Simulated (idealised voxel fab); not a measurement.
This section sets out a process module, namely voxel transistor to metal.
Square cell edge 5 nm, section width 160 nm, ID cut.
Cross-section = grid of square cells, listed top down in bands; band = one or more rows. Each band's line starts with the height of the band's top and of its bottom, in nm. Then come its materials from left to right, each with its width in nm. One material with "edge to edge" fills the band from edge to edge. "air" is empty space. Height is counted from the level 0, under which the received wafer is composed throughout of one material. The lowest of the bands is not closed at the bottom but continues downward, in the notation "0 -> down". The expression "30 to 40" gives the width at the extremes of the band, the first number at its top row of cells and the second at its bottom row, with the width changing by equal amounts from each row to the next in between. "no alterations made" -> step changed no cross-section cell. "Sealed void inventory" specifies each empty space that is not open to the top and that occupies no fewer than 8 cells, using the form width x height at distance, the distance measured from the left edge and all three quantities in nm. Step line, after settings: the simulator's comment on this step. You can add "overlay nm" to a step's line. For a step with a mask, it describes how far the mask lay to the right of its planned position, and a negative number describes a lay to the left.

The steps planned for the process are as follows:
| 1 | RECEIVE, material Si |
| 2 | CONFORMAL_DEP, material SiO2, thk nm 5 |
| 3 | CONFORMAL_DEP, material SiN, thk nm 10 |
| 4 | MASKED_ETCH, tone cover, mask id ACTIVE, width nm 100, etch materials SiN, depth nm 10, overlay nm 0 |
| 5 | MASKED_ETCH, tone cover, mask id ACTIVE, width nm 100, etch materials SiO2, depth nm 5, overlay nm 0 |
| 6 | MASKED_ETCH, tone cover, mask id ACTIVE, width nm 100, etch materials Si, depth nm 20, overlay nm 0 |
| 7 | OXIDIZE, depth nm 5 |
| 8 | FILL_DEP, material SiO2, thk nm 5 |
| 9 | CMP, height nm 15 |
| 10 | SELECTIVE_ETCH, etch materials SiO2, depth nm 10 |
| 11 | STRIP, etch materials SiN |
| 12 | SELECTIVE_ETCH, etch materials SiO2, depth nm 5 |
| 13 | OXIDIZE, depth nm 5 |
| 14 | DIRECTIONAL_DEP, material polySi, thk nm 20 |
| 15 | DIRECTIONAL_DEP, material SiCN, thk nm 10 |
| 16 | DIRECTIONAL_DEP, material aC, thk nm 15 |
| 17 | PATTERN, tone cover, mask id GATE, material resist, width nm 30, thk nm 30, overlay nm 0 |
| 18 | DIRECTIONAL_ETCH, etch materials aC, depth nm 15 |
| 19 | STRIP, etch materials resist |
| 20 | DIRECTIONAL_ETCH, etch materials SiCN, depth nm 20 |
| 21 | DIRECTIONAL_ETCH, etch materials polySi, depth nm 30 |
| 22 | STRIP, etch materials aC |
| 23 | CONFORMAL_DEP, material SiO2, thk nm 5 |
| 24 | DIRECTIONAL_ETCH, etch materials SiO2, depth nm 5 |
| 25 | CONFORMAL_DEP, material SiN, thk nm 10 |
| 26 | DIRECTIONAL_ETCH, etch materials SiN, depth nm 10 |
| 27 | DIRECTIONAL_ETCH, etch materials SiO2, depth nm 5 |
| 28 | DIRECTIONAL_ETCH, etch materials Si, depth nm 15 |
| 29 | EPI, material SiGe, thk nm 20 |
| 30 | FILL_DEP, material SiO2, thk nm 5 |
| 31 | CMP, height nm 20 |
| 32 | STRIP, etch materials polySi |
| 33 | SELECTIVE_ETCH, etch materials SiO2, depth nm 5 |
| 34 | CONFORMAL_DEP, material HfO2, thk nm 5 |
| 35 | CONFORMAL_DEP, material TiN, thk nm 5 |
| 36 | FILL_DEP, material W, thk nm 5 |
| 37 | CMP, height nm 15 |
| 38 | DIRECTIONAL_DEP, material SiO2, thk nm 15 |
| 39 | MASKED_ETCH, tone open, mask id CONTACT, width nm 15, pitch nm 75, etch materials SiO2, depth nm 15, overlay nm 0 |
| 40 | CONFORMAL_DEP, material TiN, thk nm 5 |
| 41 | FILL_DEP, material Ru, thk nm 10 |
| 42 | CMP, height nm 30 |
| 43 | DIRECTIONAL_DEP, material TiN, thk nm 5 |
| 44 | DIRECTIONAL_DEP, material W, thk nm 15 |
| 45 | DIRECTIONAL_DEP, material aC, thk nm 15 |
| 46 | PATTERN, tone cover, mask id METAL_1, material resist, width nm 15, pitch nm 75, thk nm 30, overlay nm 0 |
| 47 | DIRECTIONAL_ETCH, etch materials aC, depth nm 15 |
| 48 | STRIP, etch materials resist |
| 49 | DIRECTIONAL_ETCH, etch materials W, depth nm 15 |
| 50 | DIRECTIONAL_ETCH, etch materials TiN, depth nm 5 |
| 51 | STRIP, etch materials aC |
| 52 | FILL_DEP, material lowk, thk nm 10 |
| 53 | CMP, height nm 50 |
| 54 | CONFORMAL_DEP, material SiN, thk nm 5 |
The width nm used in step 46 is not the same on every wafer, whereas the starting condition is; the value printed in the plan is the first wafer's.

First of several wafers (as received, post step 1), cross-sectional view:
  0 -> down | Si edge to edge
  Sealed void inventory: none

Depicted here is the first of several wafers in cross-section, at module completion following the last step, step 54:
  55 -> 50 | SiN edge to edge
  50 -> 35 | 35 nm lowk  15 nm W  60 nm lowk  15 nm W  35 nm lowk
  35 -> 30 | 35 nm lowk  15 nm TiN  60 nm lowk  15 nm TiN  35 nm lowk
  30 -> 20 | 35 nm SiO2  5 nm TiN  5 nm Ru  5 nm TiN  60 nm SiO2  5 nm TiN  5 nm Ru  5 nm TiN  35 nm SiO2
  20 -> 15 | 35 nm SiO2  15 nm TiN  60 nm SiO2  15 nm TiN  35 nm SiO2
  15 -> 5 | 30 nm SiO2  20 nm SiGe  10 nm SiN  5 nm HfO2  5 nm TiN  20 nm W  5 nm TiN  5 nm HfO2  10 nm SiN  20 nm SiGe  30 nm SiO2
  5 -> 0 | 30 nm SiO2  20 nm SiGe  10 nm SiN  5 nm HfO2  30 nm TiN  5 nm HfO2  10 nm SiN  20 nm SiGe  30 nm SiO2
  0 -> -5 | 30 nm SiO2  20 nm SiGe  10 nm SiO2  40 nm HfO2  10 nm SiO2  20 nm SiGe  30 nm SiO2
  -5 -> -20 | 35 nm SiO2  15 nm SiGe  60 nm Si  15 nm SiGe  35 nm SiO2
  -20 -> -25 | 35 nm SiO2  90 nm Si  35 nm SiO2
  -25 -> down | Si edge to edge
  Sealed void inventory: none

Here's the last wafer cross-sectioned at the end of the module:
  55 -> 50 | SiN edge to edge
  50 -> 35 | 30 nm lowk  30 nm W  45 nm lowk  30 nm W  25 nm lowk
  35 -> 30 | 30 nm lowk  30 nm TiN  45 nm lowk  30 nm TiN  25 nm lowk
  30 -> 20 | 35 nm SiO2  5 nm TiN  5 nm Ru  5 nm TiN  60 nm SiO2  5 nm TiN  5 nm Ru  5 nm TiN  35 nm SiO2
  20 -> 15 | 35 nm SiO2  15 nm TiN  60 nm SiO2  15 nm TiN  35 nm SiO2
  15 -> 5 | 30 nm SiO2  20 nm SiGe  10 nm SiN  5 nm HfO2  5 nm TiN  20 nm W  5 nm TiN  5 nm HfO2  10 nm SiN  20 nm SiGe  30 nm SiO2
  5 -> 0 | 30 nm SiO2  20 nm SiGe  10 nm SiN  5 nm HfO2  30 nm TiN  5 nm HfO2  10 nm SiN  20 nm SiGe  30 nm SiO2
  0 -> -5 | 30 nm SiO2  20 nm SiGe  10 nm SiO2  40 nm HfO2  10 nm SiO2  20 nm SiGe  30 nm SiO2
  -5 -> -20 | 35 nm SiO2  15 nm SiGe  60 nm Si  15 nm SiGe  35 nm SiO2
  -20 -> -25 | 35 nm SiO2  90 nm Si  35 nm SiO2
  -25 -> down | Si edge to edge
  Sealed void inventory: none

Take any row and you have a wafer at the end of the module: how many cells of each material it has gained (+) or lost (-) since it was received, and then its closed voids:
width nm 15; +14 HfO2; +4 Ru; -106 Si; +50 SiGe; +44 SiN; +186 SiO2; +30 TiN; +26 W; +104 lowk; Sealed void inventory: none
width nm 20; +14 HfO2; +4 Ru; -106 Si; +50 SiGe; +44 SiN; +186 SiO2; +32 TiN; +32 W; +96 lowk; Sealed void inventory: none
width nm 25; +14 HfO2; +4 Ru; -106 Si; +50 SiGe; +44 SiN; +186 SiO2; +34 TiN; +38 W; +88 lowk; Sealed void inventory: none
width nm 30; +14 HfO2; +4 Ru; -106 Si; +50 SiGe; +44 SiN; +186 SiO2; +36 TiN; +44 W; +80 lowk; Sealed void inventory: none
